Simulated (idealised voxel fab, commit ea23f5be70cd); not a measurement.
Process module in this document: voxel capacitor over wiring
Section shown: cut. Width: 230 nm. Cell size: 5 nm, square.
A cross-section is written here as square cells arranged in a grid, and it is given in bands from the top down, each band taking up one or more rows of cells. A band entry consists of two parts. The first gives the height of the band's top and the height of its bottom, in nm. The rest lists the band's materials from left to right, each with its width in nm. A single material labelled with the word "edge to edge" fills the band from edge to edge, and the word "blank" marks empty space. The level at which height equals 0 is the one under which the wafer, as it arrives, is entirely one material. No lower edge exists for the bottom band, which continues downward and is notated as in "z 0 and below". A two-number width, for instance "30..40", indicates that the width is equal to the first number in the top row of the band and to the second number in the bottom row, and that it changes by a constant amount per row of cells. The cross-section has no changed cell in any step marked "same as before". If an empty space has no open way to the top and is at least 8 cells in size, "Fully enclosed voids" lists it, written width x height at distance, where distance is measured from the left edge and every value is in nm. It should be noted that, on the line of a given step, the content following the step's settings is a remark produced by the simulator itself with respect to that step. A step's line can hold "overlay nm"; with a mask on that step, the setting says how far right of the planned place the mask lay, while a negative setting says it lay to the left.
### The planned process steps are enumerated hereunder
1,RECEIVE (material Si)
2,CONFORMAL_DEP (material SiO2; thk nm 10)
3,CONFORMAL_DEP (material SiCN; thk nm 5)
4,DIRECTIONAL_DEP (material SiO2; thk nm 20)
5,DIRECTIONAL_DEP (material aC; thk nm 15)
6,PATTERN (tone open; mask id METAL_1; material resist; width nm 30; pitch nm 95; thk nm 35; overlay nm 0)
7,DIRECTIONAL_ETCH (etch materials aC; depth nm 15)
8,STRIP (etch materials resist)
9,DIRECTIONAL_ETCH (etch materials SiO2; depth nm 20)
10,DIRECTIONAL_ETCH (etch materials SiCN; depth nm 5)
11,STRIP (etch materials aC)
12,CONFORMAL_DEP (material TiN; thk nm 5)
13,FILL_DEP (material Ru; thk nm 5)
14,CMP (height nm 35)
15,CONFORMAL_DEP (material SiCN; thk nm 5)
16,DIRECTIONAL_DEP (material lowk; thk nm 15)
17,DIRECTIONAL_DEP (material aC; thk nm 10)
18,PATTERN (tone open; mask id PLUG_1; material resist; width nm 15; thk nm 30; overlay nm 0)
19,DIRECTIONAL_ETCH (etch materials aC; depth nm 10)
20,STRIP (etch materials resist)
21,DIRECTIONAL_ETCH (etch materials lowk; depth nm 15)
22,DIRECTIONAL_ETCH (etch materials SiCN; depth nm 5)
23,STRIP (etch materials aC)
24,EPI (material Ru; thk nm 10)
25,EPI (material Ru; thk nm 10)
26,DIRECTIONAL_DEP (material TiN; thk nm 10)
27,DIRECTIONAL_DEP (material SiN; thk nm 5)
28,DIRECTIONAL_DEP (material TiN; thk nm 10)
29,MASKED_ETCH (tone cover; mask id UPPER_PLATE; width nm 70; etch materials TiN; depth nm 10; overlay nm 0)
30,MASKED_ETCH (tone cover; mask id UPPER_PLATE; width nm 70; etch materials SiN; depth nm 5; overlay nm 0)
31,DIRECTIONAL_DEP (material aC; thk nm 10)
32,PATTERN (tone cover; mask id LOWER_PLATE; material resist; width nm 80; thk nm 25; overlay nm 0)
33,DIRECTIONAL_ETCH (etch materials aC; depth nm 10)
34,STRIP (etch materials resist)
35,DIRECTIONAL_ETCH (etch materials TiN; depth nm 10)
36,STRIP (etch materials aC)
37,FILL_DEP (material SiO2; thk nm 15)
38,CMP (height nm 90)
39,DIRECTIONAL_DEP (material aC; thk nm 15)
40,PATTERN (tone open; mask id PLUG_2; material resist; width nm 15; thk nm 35; overlay nm 0)
41,DIRECTIONAL_ETCH (etch materials aC; depth nm 15)
42,STRIP (etch materials resist)
43,DIRECTIONAL_ETCH (etch materials SiO2; depth nm 10)
44,STRIP (etch materials aC)
45,CONFORMAL_DEP (material TiN; thk nm 5)
46,FILL_DEP (material W; thk nm 5)
47,CMP (height nm 90)
48,CONFORMAL_DEP (material SiN; thk nm 5)
### The first of the two wafers, which ran as planned
### Cross-section: wafer on arrival = after step 1
z 0 and below | Si edge to edge
Fully enclosed voids: none
### Presented here is a cross-section of the wafer after step 2 has been performed
z 10 to 0 | SiO2 edge to edge
Unchanged below 0.
### Presented here is a cross-section of the wafer after step 3 has been performed
z 15 to 10 | SiCN edge to edge
Unchanged below 10.
### Presented here is a cross-section of the wafer after step 4 has been performed
z 35 to 15 | SiO2 edge to edge
Unchanged below 15.
### Presented here is a cross-section of the wafer after step 5 has been performed
z 50 to 35 | aC edge to edge
Unchanged below 35.
### Presented here is a cross-section of the wafer after step 6 has been performed
z 85 to 50 | resist (50) | blank (30) | resist (65) | blank (30) | resist (55)
Unchanged below 50.
### Presented here is a cross-section of the wafer after step 7 has been performed
z 70 to 50 | resist (50) | blank (30) | resist (65) | blank (30) | resist (55)
z 50 to 35 | aC (50) | blank (30) | aC (65) | blank (30) | aC (55)
Unchanged below 35.
### Presented here is a cross-section of the wafer after step 8 has been performed
z 50 to 35 | aC (50) | blank (30) | aC (65) | blank (30) | aC (55)
Unchanged below 35.
### Presented here is a cross-section of the wafer after step 9 has been performed
z 50 to 35 | aC (50) | blank (30) | aC (65) | blank (30) | aC (55)
z 35 to 15 | SiO2 (50) | blank (30) | SiO2 (65) | blank (30) | SiO2 (55)
Unchanged below 15.
### Presented here is a cross-section of the wafer after step 10 has been performed
z 50 to 35 | aC (50) | blank (30) | aC (65) | blank (30) | aC (55)
z 35 to 15 | SiO2 (50) | blank (30) | SiO2 (65) | blank (30) | SiO2 (55)
z 15 to 10 | SiCN (50) | blank (30) | SiCN (65) | blank (30) | SiCN (55)
Unchanged below 10.
### Presented here is a cross-section of the wafer after step 11 has been performed
z 35 to 15 | SiO2 (50) | blank (30) | SiO2 (65) | blank (30) | SiO2 (55)
Unchanged below 15.
### Presented here is a cross-section of the wafer after step 12 has been performed
z 40 to 35 | TiN (55) | blank (20) | TiN (75) | blank (20) | TiN (60)
z 35 to 15 | SiO2 (50) | TiN (5) | blank (20) | TiN (5) | SiO2 (65) | TiN (5) | blank (20) | TiN (5) | SiO2 (55)
z 15 to 10 | SiCN (50) | TiN (30) | SiCN (65) | TiN (30) | SiCN (55)
Unchanged below 10.
### Presented here is a cross-section of the wafer after step 13 has been performed
z 45 to 40 | Ru edge to edge
z 40 to 35 | TiN (55) | Ru (20) | TiN (75) | Ru (20) | TiN (60)
z 35 to 15 | SiO2 (50) | TiN (5) | Ru (20) | TiN (5) | SiO2 (65) | TiN (5) | Ru (20) | TiN (5) | SiO2 (55)
Unchanged below 15.
### Presented here is a cross-section of the wafer after step 14 has been performed
z 35 to 15 | SiO2 (50) | TiN (5) | Ru (20) | TiN (5) | SiO2 (65) | TiN (5) | Ru (20) | TiN (5) | SiO2 (55)
Unchanged below 15.
### Presented here is a cross-section of the wafer after step 15 has been performed
z 40 to 35 | SiCN edge to edge
Unchanged below 35.
### Presented here is a cross-section of the wafer after step 16 has been performed
z 55 to 40 | lowk edge to edge
Unchanged below 40.
### Presented here is a cross-section of the wafer after step 17 has been performed
z 65 to 55 | aC edge to edge
Unchanged below 55.
### Presented here is a cross-section of the wafer after step 18 has been performed
z 95 to 65 | resist (65) | blank (15) | resist (150)
Unchanged below 65.
### Presented here is a cross-section of the wafer after step 19 has been performed
z 85 to 65 | resist (65) | blank (15) | resist (150)
z 65 to 55 | aC (65) | blank (15) | aC (150)
Unchanged below 55.
### Presented here is a cross-section of the wafer after step 20 has been performed
z 65 to 55 | aC (65) | blank (15) | aC (150)
Unchanged below 55.
### Presented here is a cross-section of the wafer after step 21 has been performed
z 65 to 55 | aC (65) | blank (15) | aC (150)
z 55 to 40 | lowk (65) | blank (15) | lowk (150)
Unchanged below 40.
### Presented here is a cross-section of the wafer after step 22 has been performed
z 65 to 55 | aC (65) | blank (15) | aC (150)
z 55 to 40 | lowk (65) | blank (15) | lowk (150)
z 40 to 35 | SiCN (65) | blank (15) | SiCN (150)
Unchanged below 35.
### Presented here is a cross-section of the wafer after step 23 has been performed
z 55 to 40 | lowk (65) | blank (15) | lowk (150)
Unchanged below 40.
### Presented here is a cross-section of the wafer after step 24 has been performed
z 55 to 45 | lowk (65) | blank (15) | lowk (150)
z 45 to 40 | lowk (65) | Ru (15) | lowk (150)
z 40 to 35 | SiCN (65) | Ru (15) | SiCN (150)
Unchanged below 35.
### Presented here is a cross-section of the wafer after step 25 has been performed
z 55 to 40 | lowk (65) | Ru (15) | lowk (150)
Unchanged below 40.
### Presented here is a cross-section of the wafer after step 26 has been performed
z 65 to 55 | TiN edge to edge
Unchanged below 55.
### Presented here is a cross-section of the wafer after step 27 has been performed
z 70 to 65 | SiN edge to edge
Unchanged below 65.
### Presented here is a cross-section of the wafer after step 28 has been performed
z 80 to 70 | TiN edge to edge
Unchanged below 70.
### Presented here is a cross-section of the wafer after step 29 has been performed
z 80 to 70 | blank (65) | TiN (70) | blank (95)
Unchanged below 70.
### Presented here is a cross-section of the wafer after step 30 has been performed
z 80 to 70 | blank (65) | TiN (70) | blank (95)
z 70 to 65 | blank (65) | SiN (70) | blank (95)
Unchanged below 65.
### Presented here is a cross-section of the wafer after step 31 has been performed
z 90 to 80 | blank (65) | aC (70) | blank (95)
z 80 to 75 | blank (65) | TiN (70) | blank (95)
z 75 to 70 | aC (65) | TiN (70) | aC (95)
z 70 to 65 | aC (65) | SiN (70) | aC (95)
Unchanged below 65.
### Presented here is a cross-section of the wafer after step 32 has been performed
z 115 to 90 | blank (60) | resist (80) | blank (90)
z 90 to 80 | blank (60) | resist (5) | aC (70) | resist (5) | blank (90)
z 80 to 75 | blank (60) | resist (5) | TiN (70) | resist (5) | blank (90)
Unchanged below 75.
### Presented here is a cross-section of the wafer after step 33 has been performed
z 105 to 90 | blank (60) | resist (80) | blank (90)
z 90 to 80 | blank (60) | resist (5) | aC (70) | resist (5) | blank (90)
z 80 to 75 | blank (60) | resist (5) | TiN (70) | resist (5) | blank (90)
z 75 to 70 | blank (60) | aC (5) | TiN (70) | aC (5) | blank (90)
z 70 to 65 | blank (60) | aC (5) | SiN (70) | aC (5) | blank (90)
Unchanged below 65.
### Presented here is a cross-section of the wafer after step 34 has been performed
z 90 to 80 | blank (65) | aC (70) | blank (95)
z 80 to 75 | blank (65) | TiN (70) | blank (95)
Unchanged below 75.
### Presented here is a cross-section of the wafer after step 35 has been performed
z 90 to 80 | blank (65) | aC (70) | blank (95)
z 80 to 75 | blank (65) | TiN (70) | blank (95)
z 75 to 70 | blank (60) | aC (5) | TiN (70) | aC (5) | blank (90)
z 70 to 65 | blank (60) | aC (5) | SiN (70) | aC (5) | blank (90)
z 65 to 55 | blank (60) | TiN (80) | blank (90)
Unchanged below 55.
### Presented here is a cross-section of the wafer after step 36 has been performed
z 80 to 70 | blank (65) | TiN (70) | blank (95)
z 70 to 65 | blank (65) | SiN (70) | blank (95)
Unchanged below 65.
### Presented here is a cross-section of the wafer after step 37 has been performed
z 95 to 80 | SiO2 edge to edge
z 80 to 70 | SiO2 (65) | TiN (70) | SiO2 (95)
z 70 to 65 | SiO2 (65) | SiN (70) | SiO2 (95)
z 65 to 55 | SiO2 (60) | TiN (80) | SiO2 (90)
Unchanged below 55.
### Presented here is a cross-section of the wafer after step 38 has been performed
z 90 to 80 | SiO2 edge to edge
Unchanged below 80.
### Presented here is a cross-section of the wafer after step 39 has been performed
z 105 to 90 | aC edge to edge
Unchanged below 90.
### Presented here is a cross-section of the wafer after step 40 has been performed
z 140 to 105 | resist (75) | blank (15) | resist (140)
Unchanged below 105.
### Presented here is a cross-section of the wafer after step 41 has been performed
z 125 to 105 | resist (75) | blank (15) | resist (140)
z 105 to 90 | aC (75) | blank (15) | aC (140)
Unchanged below 90.
### Presented here is a cross-section of the wafer after step 42 has been performed
z 105 to 90 | aC (75) | blank (15) | aC (140)
Unchanged below 90.
### Presented here is a cross-section of the wafer after step 43 has been performed
z 105 to 90 | aC (75) | blank (15) | aC (140)
z 90 to 80 | SiO2 (75) | blank (15) | SiO2 (140)
Unchanged below 80.
### Presented here is a cross-section of the wafer after step 44 has been performed
z 90 to 80 | SiO2 (75) | blank (15) | SiO2 (140)
Unchanged below 80.
### Presented here is a cross-section of the wafer after step 45 has been performed
z 95 to 90 | TiN (80) | blank (5) | TiN (145)
z 90 to 85 | SiO2 (75) | TiN (5) | blank (5) | TiN (5) | SiO2 (140)
z 85 to 80 | SiO2 (75) | TiN (15) | SiO2 (140)
Unchanged below 80.
### Presented here is a cross-section of the wafer after step 46 has been performed
z 100 to 95 | W edge to edge
z 95 to 90 | TiN (80) | W (5) | TiN (145)
z 90 to 85 | SiO2 (75) | TiN (5) | W (5) | TiN (5) | SiO2 (140)
Unchanged below 85.
### Presented here is a cross-section of the wafer after step 47 has been performed
z 90 to 85 | SiO2 (75) | TiN (5) | W (5) | TiN (5) | SiO2 (140)
Unchanged below 85.
### Presented here is a cross-section of the wafer after step 48 has been performed
z 95 to 90 | SiN edge to edge
Unchanged below 90.
### Notes, second wafer: start = first wafer's, plan = first wafer's, execution had one mistake; history identical to first through step 23
### Here is the second wafer in cross-section at the point where step 25 of the plan should have been done
z 65 to 55 | blank (55) | Ru (35) | blank (140)
z 55 to 40 | lowk (65) | Ru (15) | lowk (150)
z 40 to 35 | SiCN (65) | Ru (15) | SiCN (150)
Unchanged below 35.
### Here is the second wafer in cross-section at the point where step 26 of the plan should have been done
z 75 to 65 | blank (55) | TiN (35) | blank (140)
z 65 to 55 | TiN (55) | Ru (35) | TiN (140)
Unchanged below 55.
### Here is the second wafer in cross-section at the point where step 27 of the plan should have been done
z 80 to 75 | blank (55) | SiN (35) | blank (140)
z 75 to 70 | blank (55) | TiN (35) | blank (140)
z 70 to 65 | SiN (55) | TiN (35) | SiN (140)
Unchanged below 65.
### Here is the second wafer in cross-section at the point where step 28 of the plan should have been done
z 90 to 80 | blank (55) | TiN (35) | blank (140)
z 80 to 75 | TiN (55) | SiN (35) | TiN (140)
z 75 to 70 | TiN edge to edge
Unchanged below 70.
### Here is the second wafer in cross-section at the point where step 29 of the plan should have been done
z 90 to 80 | blank (65) | TiN (25) | blank (140)
z 80 to 75 | blank (55) | SiN (35) | TiN (45) | blank (95)
z 75 to 70 | blank (55) | TiN (80) | blank (95)
Unchanged below 70.
### Here is the second wafer in cross-section at the point where step 30 of the plan should have been done
z 90 to 80 | blank (65) | TiN (25) | blank (140)
z 80 to 75 | blank (65) | SiN (25) | TiN (45) | blank (95)
z 75 to 70 | blank (55) | TiN (80) | blank (95)
z 70 to 65 | blank (55) | TiN (35) | SiN (45) | blank (95)
Unchanged below 65.
### Here is the second wafer in cross-section at the point where step 31 of the plan should have been done
z 100 to 90 | blank (65) | aC (25) | blank (140)
z 90 to 85 | blank (65) | TiN (25) | aC (45) | blank (95)
z 85 to 80 | blank (55) | aC (10) | TiN (25) | aC (45) | blank (95)
z 80 to 75 | blank (55) | aC (10) | SiN (25) | TiN (45) | blank (95)
z 75 to 70 | aC (55) | TiN (80) | aC (95)
z 70 to 65 | aC (55) | TiN (35) | SiN (45) | aC (95)
Unchanged below 65.
### Here is the second wafer in cross-section at the point where step 32 of the plan should have been done
z 125 to 100 | blank (60) | resist (80) | blank (90)
z 100 to 90 | blank (60) | resist (5) | aC (25) | resist (50) | blank (90)
z 90 to 85 | blank (60) | resist (5) | TiN (25) | aC (45) | resist (5) | blank (90)
z 85 to 80 | blank (55) | aC (10) | TiN (25) | aC (45) | resist (5) | blank (90)
z 80 to 75 | blank (55) | aC (10) | SiN (25) | TiN (45) | resist (5) | blank (90)
Unchanged below 75.
### Here is the second wafer in cross-section at the point where step 33 of the plan should have been done
z 115 to 100 | blank (60) | resist (80) | blank (90)
z 100 to 90 | blank (60) | resist (5) | aC (25) | resist (50) | blank (90)
z 90 to 85 | blank (60) | resist (5) | TiN (25) | aC (45) | resist (5) | blank (90)
z 85 to 80 | blank (60) | aC (5) | TiN (25) | aC (45) | resist (5) | blank (90)
z 80 to 75 | blank (60) | aC (5) | SiN (25) | TiN (45) | resist (5) | blank (90)
z 75 to 70 | blank (55) | TiN (80) | aC (5) | blank (90)
z 70 to 65 | blank (55) | TiN (35) | SiN (45) | aC (5) | blank (90)
Unchanged below 65.
### Here is the second wafer in cross-section at the point where step 34 of the plan should have been done
z 100 to 90 | blank (65) | aC (25) | blank (140)
z 90 to 85 | blank (65) | TiN (25) | aC (45) | blank (95)
z 85 to 80 | blank (60) | aC (5) | TiN (25) | aC (45) | blank (95)
z 80 to 75 | blank (60) | aC (5) | SiN (25) | TiN (45) | blank (95)
Unchanged below 75.
### Here is the second wafer in cross-section at the point where step 35 of the plan should have been done
z 100 to 90 | blank (65) | aC (25) | blank (140)
z 90 to 85 | blank (65) | TiN (25) | aC (45) | blank (95)
z 85 to 80 | blank (60) | aC (5) | TiN (25) | aC (45) | blank (95)
z 80 to 75 | blank (60) | aC (5) | SiN (25) | TiN (45) | blank (95)
z 75 to 70 | blank (60) | TiN (75) | aC (5) | blank (90)
z 70 to 65 | blank (60) | TiN (30) | SiN (45) | aC (5) | blank (90)
z 65 to 55 | blank (55) | Ru (35) | TiN (50) | blank (90)
Unchanged below 55.
### Here is the second wafer in cross-section at the point where step 36 of the plan should have been done
z 90 to 80 | blank (65) | TiN (25) | blank (140)
z 80 to 75 | blank (65) | SiN (25) | TiN (45) | blank (95)
z 75 to 70 | blank (60) | TiN (75) | blank (95)
z 70 to 65 | blank (60) | TiN (30) | SiN (45) | blank (95)
Unchanged below 65.
### Here is the second wafer in cross-section at the point where step 37 of the plan should have been done
z 105 to 90 | SiO2 edge to edge
z 90 to 80 | SiO2 (65) | TiN (25) | SiO2 (140)
z 80 to 75 | SiO2 (65) | SiN (25) | TiN (45) | SiO2 (95)
z 75 to 70 | SiO2 (60) | TiN (75) | SiO2 (95)
z 70 to 65 | SiO2 (60) | TiN (30) | SiN (45) | SiO2 (95)
z 65 to 55 | SiO2 (55) | Ru (35) | TiN (50) | SiO2 (90)
Unchanged below 55.
### Here is the second wafer in cross-section at the point where step 38 of the plan should have been done
z 90 to 80 | SiO2 (65) | TiN (25) | SiO2 (140)
Unchanged below 80.
### Here is the second wafer in cross-section at the point where step 39 of the plan should have been done
z 105 to 90 | aC edge to edge
Unchanged below 90.
### Here is the second wafer in cross-section at the point where step 40 of the plan should have been done
z 140 to 105 | resist (75) | blank (15) | resist (140)
Unchanged below 105.
### Here is the second wafer in cross-section at the point where step 41 of the plan should have been done
z 125 to 105 | resist (75) | blank (15) | resist (140)
z 105 to 90 | aC (75) | blank (15) | aC (140)
Unchanged below 90.
### Here is the second wafer in cross-section at the point where step 42 of the plan should have been done
z 105 to 90 | aC (75) | blank (15) | aC (140)
Unchanged below 90.
Here is the second wafer in cross-section at the point where step 43 of the plan should have been done: same as before
### Here is the second wafer in cross-section at the point where step 44 of the plan should have been done
z 90 to 80 | SiO2 (65) | TiN (25) | SiO2 (140)
Unchanged below 80.
### Here is the second wafer in cross-section at the point where step 45 of the plan should have been done
z 95 to 90 | TiN edge to edge
Unchanged below 90.
### Here is the second wafer in cross-section at the point where step 46 of the plan should have been done
z 100 to 95 | W edge to edge
Unchanged below 95.
### Here is the second wafer in cross-section at the point where step 47 of the plan should have been done
z 90 to 80 | SiO2 (65) | TiN (25) | SiO2 (140)
Unchanged below 80.
### Here is the second wafer in cross-section at the point where step 48 of the plan should have been done
z 95 to 90 | SiN edge to edge
Unchanged below 90.
Deviation noted in wafer processing: one of the identical steps 24 and 25 was executed twice, with no means of telling which
Heads up, by the end the second wafer has more or fewer cells of some materials compared to the first: Ru: 14 more | SiO2: 8 fewer | TiN: 5 fewer | W: 1 fewer
